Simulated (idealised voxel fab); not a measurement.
Module name: voxel capacitor over wiring (process module)
Pictured: cross-section cut, 180 nm wide, on a grid of 5 nm square cells.
This document writes a cross-section as a grid whose cells are square, and gives it as bands, listed from the top down; one or more rows of cells form a band.
First you get the band's top height and its bottom height, in nm, and then the materials it's made of, left to right, with each width in nm. If you see a single material with "full width", that one covers the band edge to edge. "air" is empty space.
All heights in this document are referenced to 0, defined as the level beneath which the wafer, as received, consists entirely of one material. The lowest band is not bounded below; it extends indefinitely downward and is written in the form "0 nm and below".
Width: "30->40" (first number = top row, second number = bottom row, same change from row to row of cells).
A step reported as "no alterations made" is a step in which no cell of the cross-section changed.
Entry "closed voids" = empty spaces >= 8 cells with no open way to the top; each as width x height at distance, distance from left edge, all nm.
Heads up: the bit after the settings on a step's line is the simulator's remark on that step.
Each step line may optionally specify "overlay nm", which for a step with a mask gives the rightward distance between the mask's planned place and where it lay, a negative value indicating the leftward direction.
So the way this works: pairs, before and after one process step. The after picture only goes down to the lowest band that actually changed, nothing below. Step and its settings are under each pair. And watch out, pairs might come from different runs of this module, same starting wafer though, so a pair only follows on from the one above if its "Before step" entry tells you so.

## Before step
    105 nm to 95 nm  W full width
    95 nm to 90 nm  60 of TiN, 5 of W, 115 of TiN
    90 nm to 80 nm  55 of SiO2, 5 of TiN, 5 of W, 5 of TiN, 110 of SiO2
    80 nm to 75 nm  55 of SiO2, 15 of TiN, 110 of SiO2
    75 nm to 70 nm  45 of SiO2, 60 of Al2O3, 75 of SiO2
    70 nm to 65 nm  40 of SiO2, 70 of TiN, 70 of SiO2
    65 nm to 55 nm  TiN full width
    55 nm to 40 nm  45 of lowk, 5 of TiN, 5 of W, 5 of TiN, 120 of lowk
    40 nm to 35 nm  45 of SiCN, 15 of TiN, 120 of SiCN
    35 nm to 20 nm  30 of lowk, 5 of TiN, 20 of Ru, 5 of TiN, 55 of lowk, 5 of TiN, 20 of Ru, 5 of TiN, 35 of lowk
    20 nm to 15 nm  30 of SiN, 30 of TiN, 55 of SiN, 30 of TiN, 35 of SiN
    15 nm to 0 nm  SiO2 full width
    0 nm and below  Si full width
    closed voids: none

## Sectional Result
    90 nm to 80 nm  55 of SiO2, 5 of TiN, 5 of W, 5 of TiN, 110 of SiO2
    Everything below 80 is unchanged.
    closed voids: none
The process step bridging the two cross-sections above: CMP,height nm 90

Before step: For the state before this step, see the after cross-section of the pair located directly above.

## Sectional Result
    95 nm to 90 nm  SiN full width
    Everything below 90 is unchanged.
    closed voids: none
The process step bridging the two cross-sections above: CONFORMAL_DEP,material SiN,thk nm 5

## Before step
    20 nm to 15 nm  SiN full width
    15 nm to 0 nm  SiO2 full width
    0 nm and below  Si full width
    closed voids: none

## Sectional Result
    30 nm to 20 nm  lowk full width
    Everything below 20 is unchanged.
    closed voids: none
The process step bridging the two cross-sections above: DIRECTIONAL_DEP,material lowk,thk nm 10

Before step: For the state before this step, see the after cross-section of the pair located directly above.

## Sectional Result
    50 nm to 30 nm  30 of resist, 30 of air, 55 of resist, 30 of air, 35 of resist
    Everything below 30 is unchanged.
    closed voids: none
The process step bridging the two cross-sections above: PATTERN,tone open,mask id METAL_1,material resist,width nm 30,pitch nm 85,thk nm 20,overlay nm 0

Before step: For the state before this step, see the after cross-section of the pair located directly above.

## Sectional Result
    50 nm to 30 nm  30 of resist, 30 of air, 55 of resist, 30 of air, 35 of resist
    30 nm to 20 nm  30 of lowk, 30 of air, 55 of lowk, 30 of air, 35 of lowk
    Everything below 20 is unchanged.
    closed voids: none
The process step bridging the two cross-sections above: DIRECTIONAL_ETCH,etch materials lowk,depth nm 15

Before step: For the state before this step, see the after cross-section of the pair located directly above.

## Sectional Result
    50 nm to 30 nm  30 of resist, 30 of air, 55 of resist, 30 of air, 35 of resist
    30 nm to 20 nm  30 of lowk, 30 of air, 55 of lowk, 30 of air, 35 of lowk
    20 nm to 15 nm  30 of SiN, 30 of air, 55 of SiN, 30 of air, 35 of SiN
    Everything below 15 is unchanged.
    closed voids: none
The process step bridging the two cross-sections above: DIRECTIONAL_ETCH,etch materials SiN,depth nm 5

Before step: For the state before this step, see the after cross-section of the pair located directly above.

## Sectional Result
    30 nm to 20 nm  30 of lowk, 30 of air, 55 of lowk, 30 of air, 35 of lowk
    Everything below 20 is unchanged.
    closed voids: none
The process step bridging the two cross-sections above: STRIP,etch materials resist

Before step: For the state before this step, see the after cross-section of the pair located directly above.

## Sectional Result
    35 nm to 30 nm  35 of TiN, 20 of air, 65 of TiN, 20 of air, 40 of TiN
    30 nm to 20 nm  30 of lowk, 5 of TiN, 20 of air, 5 of TiN, 55 of lowk, 5 of TiN, 20 of air, 5 of TiN, 35 of lowk
    20 nm to 15 nm  30 of SiN, 30 of TiN, 55 of SiN, 30 of TiN, 35 of SiN
    Everything below 15 is unchanged.
    closed voids: none
The process step bridging the two cross-sections above: CONFORMAL_DEP,material TiN,thk nm 5

Before step: For the state before this step, see the after cross-section of the pair located directly above.

## Sectional Result
    45 nm to 35 nm  Ru full width
    35 nm to 30 nm  35 of TiN, 20 of Ru, 65 of TiN, 20 of Ru, 40 of TiN
    30 nm to 20 nm  30 of lowk, 5 of TiN, 20 of Ru, 5 of TiN, 55 of lowk, 5 of TiN, 20 of Ru, 5 of TiN, 35 of lowk
    Everything below 20 is unchanged.
    closed voids: none
The process step bridging the two cross-sections above: FILL_DEP,material Ru,thk nm 10

Before step: For the state before this step, see the after cross-section of the pair located directly above.

## Sectional Result
    35 nm to 30 nm  35 of TiN, 20 of Ru, 65 of TiN, 20 of Ru, 40 of TiN
    Everything below 30 is unchanged.
    closed voids: none
The process step bridging the two cross-sections above: CMP,height nm 35

Before step: For the state before this step, see the after cross-section of the pair located directly above.

## Sectional Result
    40 nm to 35 nm  SiCN full width
    Everything below 35 is unchanged.
    closed voids: none
The process step bridging the two cross-sections above: CONFORMAL_DEP,material SiCN,thk nm 5

Before step: For the state before this step, see the after cross-section of the pair located directly above.

## Sectional Result
    55 nm to 40 nm  lowk full width
    Everything below 40 is unchanged.
    closed voids: none
The process step bridging the two cross-sections above: DIRECTIONAL_DEP,material lowk,thk nm 15

Before step: For the state before this step, see the after cross-section of the pair located directly above.

## Sectional Result
    65 nm to 55 nm  aC full width
    Everything below 55 is unchanged.
    closed voids: none
The process step bridging the two cross-sections above: DIRECTIONAL_DEP,material aC,thk nm 10

Before step: For the state before this step, see the after cross-section of the pair located directly above.

## Sectional Result
    90 nm to 65 nm  45 of resist, 15 of air, 120 of resist
    Everything below 65 is unchanged.
    closed voids: none
The process step bridging the two cross-sections above: PATTERN,tone open,mask id PLUG_1,material resist,width nm 15,thk nm 25,overlay nm 0

Before step: For the state before this step, see the after cross-section of the pair located directly above.

## Sectional Result
    80 nm to 65 nm  45 of resist, 15 of air, 120 of resist
    65 nm to 55 nm  45 of aC, 15 of air, 120 of aC
    Everything below 55 is unchanged.
    closed voids: none
The process step bridging the two cross-sections above: DIRECTIONAL_ETCH,etch materials aC,depth nm 10

Before step: For the state before this step, see the after cross-section of the pair located directly above.

## Sectional Result
    65 nm to 55 nm  45 of aC, 15 of air, 120 of aC
    Everything below 55 is unchanged.
    closed voids: none
The process step bridging the two cross-sections above: STRIP,etch materials resist

Before step: For the state before this step, see the after cross-section of the pair located directly above.

## Sectional Result
    65 nm to 55 nm  45 of aC, 15 of air, 120 of aC
    55 nm to 40 nm  45 of lowk, 15 of air, 120 of lowk
    Everything below 40 is unchanged.
    closed voids: none
The process step bridging the two cross-sections above: DIRECTIONAL_ETCH,etch materials lowk,depth nm 15

Before step: For the state before this step, see the after cross-section of the pair located directly above.

## Sectional Result
    65 nm to 55 nm  45 of aC, 15 of air, 120 of aC
    55 nm to 40 nm  45 of lowk, 15 of air, 120 of lowk
    40 nm to 35 nm  45 of SiCN, 15 of air, 120 of SiCN
    Everything below 35 is unchanged.
    closed voids: none
The process step bridging the two cross-sections above: DIRECTIONAL_ETCH,etch materials SiCN,depth nm 5

Before step: For the state before this step, see the after cross-section of the pair located directly above.

## Sectional Result
    55 nm to 40 nm  45 of lowk, 15 of air, 120 of lowk
    Everything below 40 is unchanged.
    closed voids: none
The process step bridging the two cross-sections above: STRIP,etch materials aC

Before step: For the state before this step, see the after cross-section of the pair located directly above.

## Sectional Result
    60 nm to 55 nm  50 of TiN, 5 of air, 125 of TiN
    55 nm to 40 nm  45 of lowk, 5 of TiN, 5 of air, 5 of TiN, 120 of lowk
    40 nm to 35 nm  45 of SiCN, 15 of TiN, 120 of SiCN
    Everything below 35 is unchanged.
    closed voids: none
The process step bridging the two cross-sections above: CONFORMAL_DEP,material TiN,thk nm 5

Before step: For the state before this step, see the after cross-section of the pair located directly above.

## Sectional Result
    70 nm to 60 nm  W full width
    60 nm to 55 nm  50 of TiN, 5 of W, 125 of TiN
    55 nm to 40 nm  45 of lowk, 5 of TiN, 5 of W, 5 of TiN, 120 of lowk
    Everything below 40 is unchanged.
    closed voids: none
The process step bridging the two cross-sections above: FILL_DEP,material W,thk nm 10

Before step: For the state before this step, see the after cross-section of the pair located directly above.

## Sectional Result
    55 nm to 40 nm  45 of lowk, 5 of TiN, 5 of W, 5 of TiN, 120 of lowk
    Everything below 40 is unchanged.
    closed voids: none
The process step bridging the two cross-sections above: CMP,height nm 55

Before step: For the state before this step, see the after cross-section of the pair located directly above.

## Sectional Result
    60 nm to 55 nm  TiN full width
    Everything below 55 is unchanged.
    closed voids: none
The process step bridging the two cross-sections above: DIRECTIONAL_DEP,material TiN,thk nm 5

Before step: For the state before this step, see the after cross-section of the pair located directly above.

## Sectional Result
    65 nm to 60 nm  Al2O3 full width
    Everything below 60 is unchanged.
    closed voids: none
The process step bridging the two cross-sections above: DIRECTIONAL_DEP,material Al2O3,thk nm 5

Before step: For the state before this step, see the after cross-section of the pair located directly above.

## Sectional Result
    75 nm to 65 nm  TiN full width
    Everything below 65 is unchanged.
    closed voids: none
The process step bridging the two cross-sections above: DIRECTIONAL_DEP,material TiN,thk nm 10

Before step: For the state before this step, see the after cross-section of the pair located directly above.

## Sectional Result
    90 nm to 75 nm  45 of air, 60 of resist, 75 of air
    Everything below 75 is unchanged.
    closed voids: none
The process step bridging the two cross-sections above: PATTERN,tone cover,mask id UPPER_PLATE,material resist,width nm 60,thk nm 15,overlay nm 0

Before step: For the state before this step, see the after cross-section of the pair located directly above.

## Sectional Result
    90 nm to 75 nm  45 of air, 60 of resist, 75 of air
    75 nm to 65 nm  45 of air, 60 of TiN, 75 of air
    Everything below 65 is unchanged.
    closed voids: none
The process step bridging the two cross-sections above: DIRECTIONAL_ETCH,etch materials TiN,depth nm 10

Before step: For the state before this step, see the after cross-section of the pair located directly above.

## Sectional Result
    90 nm to 75 nm  45 of air, 60 of resist, 75 of air
    75 nm to 65 nm  45 of air, 60 of TiN, 75 of air
    65 nm to 60 nm  45 of air, 60 of Al2O3, 75 of air
    Everything below 60 is unchanged.
    closed voids: none
The process step bridging the two cross-sections above: DIRECTIONAL_ETCH,etch materials Al2O3,depth nm 5

Before step: For the state before this step, see the after cross-section of the pair located directly above.

## Sectional Result
    75 nm to 65 nm  45 of air, 60 of TiN, 75 of air
    Everything below 65 is unchanged.
    closed voids: none
The process step bridging the two cross-sections above: STRIP,etch materials resist

Before step: For the state before this step, see the after cross-section of the pair located directly above.

## Sectional Result
    75 nm to 65 nm  45 of air, 60 of TiN, 75 of air
    65 nm to 60 nm  45 of air, 60 of Al2O3, 75 of air
    60 nm to 55 nm  40 of air, 70 of TiN, 70 of air
    Everything below 55 is unchanged.
    closed voids: none
The process step bridging the two cross-sections above: MASKED_ETCH,tone cover,mask id LOWER_PLATE,width nm 70,etch materials TiN,depth nm 5,overlay nm 0

Before step: For the state before this step, see the after cross-section of the pair located directly above.

## Sectional Result
    95 nm to 75 nm  SiO2 full width
    75 nm to 65 nm  45 of SiO2, 60 of TiN, 75 of SiO2
    65 nm to 60 nm  45 of SiO2, 60 of Al2O3, 75 of SiO2
    60 nm to 55 nm  40 of SiO2, 70 of TiN, 70 of SiO2
    Everything below 55 is unchanged.
    closed voids: none
The process step bridging the two cross-sections above: FILL_DEP,material SiO2,thk nm 20

Before step: For the state before this step, see the after cross-section of the pair located directly above.

## Sectional Result
    90 nm to 75 nm  SiO2 full width
    Everything below 75 is unchanged.
    closed voids: none
The process step bridging the two cross-sections above: CMP,height nm 90

Before step: For the state before this step, see the after cross-section of the pair located directly above.

## Sectional Result
    90 nm to 75 nm  55 of SiO2, 15 of air, 110 of SiO2
    Everything below 75 is unchanged.
    closed voids: none
The process step bridging the two cross-sections above: MASKED_ETCH,tone open,mask id PLUG_2,width nm 15,etch materials SiO2,depth nm 15,overlay nm 0

Before step: For the state before this step, see the after cross-section of the pair located directly above.

## Sectional Result
    95 nm to 90 nm  60 of TiN, 5 of air, 115 of TiN
    90 nm to 80 nm  55 of SiO2, 5 of TiN, 5 of air, 5 of TiN, 110 of SiO2
    80 nm to 75 nm  55 of SiO2, 15 of TiN, 110 of SiO2
    Everything below 75 is unchanged.
    closed voids: none
The process step bridging the two cross-sections above: CONFORMAL_DEP,material TiN,thk nm 5

Before step: For the state before this step, see the after cross-section of the pair located directly above.

## Sectional Result
    105 nm to 95 nm  W full width
    95 nm to 90 nm  60 of TiN, 5 of W, 115 of TiN
    90 nm to 80 nm  55 of SiO2, 5 of TiN, 5 of W, 5 of TiN, 110 of SiO2
    Everything below 80 is unchanged.
    closed voids: none
The process step bridging the two cross-sections above: FILL_DEP,material W,thk nm 10

Before step: For the state before this step, see the after cross-section of the pair located directly above.

## Sectional Result
    90 nm to 80 nm  55 of SiO2, 5 of TiN, 5 of W, 5 of TiN, 110 of SiO2
    Everything below 80 is unchanged.
    closed voids: none
The process step bridging the two cross-sections above: CMP,height nm 90

Before step: For the state before this step, see the after cross-section of the pair located directly above.

## Sectional Result
    95 nm to 90 nm  SiN full width
    Everything below 90 is unchanged.
    closed voids: none
The process step bridging the two cross-sections above: CONFORMAL_DEP,material SiN,thk nm 5

## Before step
    75 nm to 65 nm  45 of air, 60 of TiN, 75 of air
    65 nm to 60 nm  45 of air, 60 of Al2O3, 75 of air
    60 nm to 55 nm  TiN full width
    55 nm to 40 nm  45 of lowk, 5 of TiN, 5 of W, 5 of TiN, 120 of lowk
    40 nm to 35 nm  45 of SiCN, 15 of TiN, 120 of SiCN
    35 nm to 20 nm  30 of lowk, 5 of TiN, 20 of Ru, 5 of TiN, 55 of lowk, 5 of TiN, 20 of Ru, 5 of TiN, 35 of lowk
    20 nm to 15 nm  30 of SiN, 30 of TiN, 55 of SiN, 30 of TiN, 35 of SiN
    15 nm to 0 nm  SiO2 full width
    0 nm and below  Si full width
    closed voids: none

## Sectional Result
    75 nm to 65 nm  45 of air, 60 of TiN, 75 of air
    65 nm to 60 nm  45 of air, 60 of Al2O3, 75 of air
    60 nm to 55 nm  45 of air, 60 of TiN, 75 of air
    Everything below 55 is unchanged.
    closed voids: none
The process step bridging the two cross-sections above: MASKED_ETCH,tone cover,mask id LOWER_PLATE,width nm 60,etch materials TiN,depth nm 5,overlay nm 0

Before step: For the state before this step, see the after cross-section of the pair located directly above.

## Sectional Result
    95 nm to 75 nm  SiO2 full width
    75 nm to 65 nm  45 of SiO2, 60 of TiN, 75 of SiO2
    65 nm to 60 nm  45 of SiO2, 60 of Al2O3, 75 of SiO2
    60 nm to 55 nm  45 of SiO2, 60 of TiN, 75 of SiO2
    Everything below 55 is unchanged.
    closed voids: none
The process step bridging the two cross-sections above: FILL_DEP,material SiO2,thk nm 20

Before step: For the state before this step, see the after cross-section of the pair located directly above.

## Sectional Result
    90 nm to 75 nm  SiO2 full width
    Everything below 75 is unchanged.
    closed voids: none
The process step bridging the two cross-sections above: CMP,height nm 90

Before step: For the state before this step, see the after cross-section of the pair located directly above.

## Sectional Result
    90 nm to 75 nm  55 of SiO2, 15 of air, 110 of SiO2
    Everything below 75 is unchanged.
    closed voids: none
The process step bridging the two cross-sections above: MASKED_ETCH,tone open,mask id PLUG_2,width nm 15,etch materials SiO2,depth nm 15,overlay nm 0

Before step: For the state before this step, see the after cross-section of the pair located directly above.

## Sectional Result
    95 nm to 90 nm  60 of TiN, 5 of air, 115 of TiN
    90 nm to 80 nm  55 of SiO2, 5 of TiN, 5 of air, 5 of TiN, 110 of SiO2
    80 nm to 75 nm  55 of SiO2, 15 of TiN, 110 of SiO2
    Everything below 75 is unchanged.
    closed voids: none
The process step bridging the two cross-sections above: CONFORMAL_DEP,material TiN,thk nm 5

Before step: For the state before this step, see the after cross-section of the pair located directly above.

## Sectional Result
    105 nm to 95 nm  W full width
    95 nm to 90 nm  60 of TiN, 5 of W, 115 of TiN
    90 nm to 80 nm  55 of SiO2, 5 of TiN, 5 of W, 5 of TiN, 110 of SiO2
    Everything below 80 is unchanged.
    closed voids: none
The process step bridging the two cross-sections above: FILL_DEP,material W,thk nm 10

Before step: For the state before this step, see the after cross-section of the pair located directly above.

## Sectional Result
    90 nm to 80 nm  55 of SiO2, 5 of TiN, 5 of W, 5 of TiN, 110 of SiO2
    Everything below 80 is unchanged.
    closed voids: none
The process step bridging the two cross-sections above: CMP,height nm 90

Before step: For the state before this step, see the after cross-section of the pair located directly above.

## Sectional Result
    95 nm to 90 nm  SiN full width
    Everything below 90 is unchanged.
    closed voids: none
The process step bridging the two cross-sections above: CONFORMAL_DEP,material SiN,thk nm 5

## Before step
    90 nm to 75 nm  SiO2 full width
    75 nm to 65 nm  45 of SiO2, 60 of TiN, 75 of SiO2
    65 nm to 60 nm  45 of SiO2, 60 of Al2O3, 75 of SiO2
    60 nm to 55 nm  40 of SiO2, 70 of TiN, 70 of SiO2
    55 nm to 40 nm  45 of lowk, 5 of TiN, 5 of W, 5 of TiN, 120 of lowk
    40 nm to 35 nm  45 of SiCN, 15 of TiN, 120 of SiCN
    35 nm to 20 nm  30 of lowk, 5 of TiN, 20 of Ru, 5 of TiN, 55 of lowk, 5 of TiN, 20 of Ru, 5 of TiN, 35 of lowk
    20 nm to 15 nm  30 of SiN, 30 of TiN, 55 of SiN, 30 of TiN, 35 of SiN
    15 nm to 0 nm  SiO2 full width
    0 nm and below  Si full width
    closed voids: none

## Sectional Result
    90 nm to 75 nm  65 of SiO2, 15 of air, 100 of SiO2
    Everything below 75 is unchanged.
    closed voids: none
The process step bridging the two cross-sections above: MASKED_ETCH,tone open,mask id PLUG_2,width nm 15,etch materials SiO2,depth nm 15,overlay nm 10

Before step: For the state before this step, see the after cross-section of the pair located directly above.

## Sectional Result
    95 nm to 90 nm  70 of TiN, 5 of air, 105 of TiN
    90 nm to 80 nm  65 of SiO2, 5 of TiN, 5 of air, 5 of TiN, 100 of SiO2
    80 nm to 75 nm  65 of SiO2, 15 of TiN, 100 of SiO2
    Everything below 75 is unchanged.
    closed voids: none
The process step bridging the two cross-sections above: CONFORMAL_DEP,material TiN,thk nm 5

Before step: For the state before this step, see the after cross-section of the pair located directly above.

## Sectional Result
    105 nm to 95 nm  W full width
    95 nm to 90 nm  70 of TiN, 5 of W, 105 of TiN
    90 nm to 80 nm  65 of SiO2, 5 of TiN, 5 of W, 5 of TiN, 100 of SiO2
    Everything below 80 is unchanged.
    closed voids: none
The process step bridging the two cross-sections above: FILL_DEP,material W,thk nm 10

Before step: For the state before this step, see the after cross-section of the pair located directly above.

## Sectional Result
    90 nm to 80 nm  65 of SiO2, 5 of TiN, 5 of W, 5 of TiN, 100 of SiO2
    Everything below 80 is unchanged.
    closed voids: none
The process step bridging the two cross-sections above: CMP,height nm 90

Before step: For the state before this step, see the after cross-section of the pair located directly above.

## Sectional Result
    95 nm to 90 nm  SiN full width
    Everything below 90 is unchanged.
    closed voids: none
The process step bridging the two cross-sections above: CONFORMAL_DEP,material SiN,thk nm 5

## Before step
    75 nm to 65 nm  45 of air, 60 of TiN, 75 of air
    65 nm to 60 nm  45 of air, 60 of Al2O3, 75 of air
    60 nm to 55 nm  40 of air, 70 of TiN, 70 of air
    55 nm to 40 nm  45 of lowk, 5 of TiN, 5 of W, 5 of TiN, 120 of lowk
    40 nm to 35 nm  45 of SiCN, 15 of TiN, 120 of SiCN
    35 nm to 20 nm  30 of lowk, 5 of TiN, 20 of Ru, 5 of TiN, 55 of lowk, 5 of TiN, 20 of Ru, 5 of TiN, 35 of lowk
    20 nm to 15 nm  30 of SiN, 30 of TiN, 55 of SiN, 30 of TiN, 35 of SiN
    15 nm to 0 nm  SiO2 full width
    0 nm and below  Si full width
    closed voids: none

## Sectional Result
    95 nm to 75 nm  W full width
    75 nm to 65 nm  45 of W, 60 of TiN, 75 of W
    65 nm to 60 nm  45 of W, 60 of Al2O3, 75 of W
    60 nm to 55 nm  40 of W, 70 of TiN, 70 of W
    Everything below 55 is unchanged.
    closed voids: none
The process step bridging the two cross-sections above: FILL_DEP,material W,thk nm 20

Before step: For the state before this step, see the after cross-section of the pair located directly above.

## Sectional Result
    90 nm to 75 nm  W full width
    Everything below 75 is unchanged.
    closed voids: none
The process step bridging the two cross-sections above: CMP,height nm 90

Before step: For the state before this step, see the after cross-section of the pair located directly above.

## Sectional Result
    95 nm to 90 nm  TiN full width
    Everything below 90 is unchanged.
    closed voids: none
The process step bridging the two cross-sections above: CONFORMAL_DEP,material TiN,thk nm 5

Before step: For the state before this step, see the after cross-section of the pair located directly above.

## Sectional Result
    105 nm to 95 nm  W full width
    Everything below 95 is unchanged.
    closed voids: none
The process step bridging the two cross-sections above: FILL_DEP,material W,thk nm 10

Before step: For the state before this step, see the after cross-section of the pair located directly above.

## Sectional Result
    90 nm to 75 nm  W full width
    Everything below 75 is unchanged.
    closed voids: none
The process step bridging the two cross-sections above: CMP,height nm 90

Before step: For the state before this step, see the after cross-section of the pair located directly above.

## Sectional Result
    95 nm to 90 nm  SiN full width
    Everything below 90 is unchanged.
    closed voids: none
The process step bridging the two cross-sections above: CONFORMAL_DEP,material SiN,thk nm 5

## Before step
    75 nm to 65 nm  45 of air, 60 of TiN, 75 of air
    65 nm to 60 nm  45 of air, 60 of Al2O3, 75 of air
    60 nm to 55 nm  TiN full width
    55 nm to 40 nm  45 of lowk, 5 of TiN, 5 of W, 5 of TiN, 120 of lowk
    40 nm to 35 nm  45 of SiCN, 15 of TiN, 120 of SiCN
    35 nm to 20 nm  30 of lowk, 5 of TiN, 20 of Ru, 5 of TiN, 55 of lowk, 5 of TiN, 20 of Ru, 5 of TiN, 35 of lowk
    20 nm to 15 nm  30 of SiN, 30 of TiN, 55 of SiN, 30 of TiN, 35 of SiN
    15 nm to 0 nm  SiO2 full width
    0 nm and below  Si full width
    closed voids: none

## Sectional Result
    70 nm to 65 nm  45 of air, 60 of TiN, 75 of air
    65 nm to 60 nm  45 of air, 60 of Al2O3, 75 of air
    60 nm to 55 nm  40 of TiN, 5 of air, 60 of TiN, 5 of air, 70 of TiN
    Everything below 55 is unchanged.
    closed voids: none
The process step bridging the two cross-sections above: MASKED_ETCH,tone open,mask id LOWER_PLATE,width nm 70,etch materials TiN,depth nm 5,overlay nm 0

Before step: For the state before this step, see the after cross-section of the pair located directly above.

## Sectional Result
    90 nm to 70 nm  SiO2 full width
    70 nm to 65 nm  45 of SiO2, 60 of TiN, 75 of SiO2
    65 nm to 60 nm  45 of SiO2, 60 of Al2O3, 75 of SiO2
    60 nm to 55 nm  40 of TiN, 5 of SiO2, 60 of TiN, 5 of SiO2, 70 of TiN
    Everything below 55 is unchanged.
    closed voids: none
The process step bridging the two cross-sections above: FILL_DEP,material SiO2,thk nm 20

Before step: For the state before this step, see the after cross-section of the pair located directly above.

## Sectional Result
    90 nm to 75 nm  55 of SiO2, 15 of air, 110 of SiO2
    Everything below 75 is unchanged.
    closed voids: none
The process step bridging the two cross-sections above: MASKED_ETCH,tone open,mask id PLUG_2,width nm 15,etch materials SiO2,depth nm 15,overlay nm 0

Before step: For the state before this step, see the after cross-section of the pair located directly above.

## Sectional Result
    95 nm to 90 nm  60 of TiN, 5 of air, 115 of TiN
    90 nm to 80 nm  55 of SiO2, 5 of TiN, 5 of air, 5 of TiN, 110 of SiO2
    80 nm to 75 nm  55 of SiO2, 15 of TiN, 110 of SiO2
    Everything below 75 is unchanged.
    closed voids: none
The process step bridging the two cross-sections above: CONFORMAL_DEP,material TiN,thk nm 5

Before step: For the state before this step, see the after cross-section of the pair located directly above.

## Sectional Result
    105 nm to 95 nm  W full width
    95 nm to 90 nm  60 of TiN, 5 of W, 115 of TiN
    90 nm to 80 nm  55 of SiO2, 5 of TiN, 5 of W, 5 of TiN, 110 of SiO2
    Everything below 80 is unchanged.
    closed voids: none
The process step bridging the two cross-sections above: FILL_DEP,material W,thk nm 10

Before step: For the state before this step, see the after cross-section of the pair located directly above.

## Sectional Result
    90 nm to 80 nm  55 of SiO2, 5 of TiN, 5 of W, 5 of TiN, 110 of SiO2
    Everything below 80 is unchanged.
    closed voids: none
The process step bridging the two cross-sections above: CMP,height nm 90

Before step: For the state before this step, see the after cross-section of the pair located directly above.

## Sectional Result
    95 nm to 90 nm  SiN full width
    Everything below 90 is unchanged.
    closed voids: none
The process step bridging the two cross-sections above: CONFORMAL_DEP,material SiN,thk nm 5
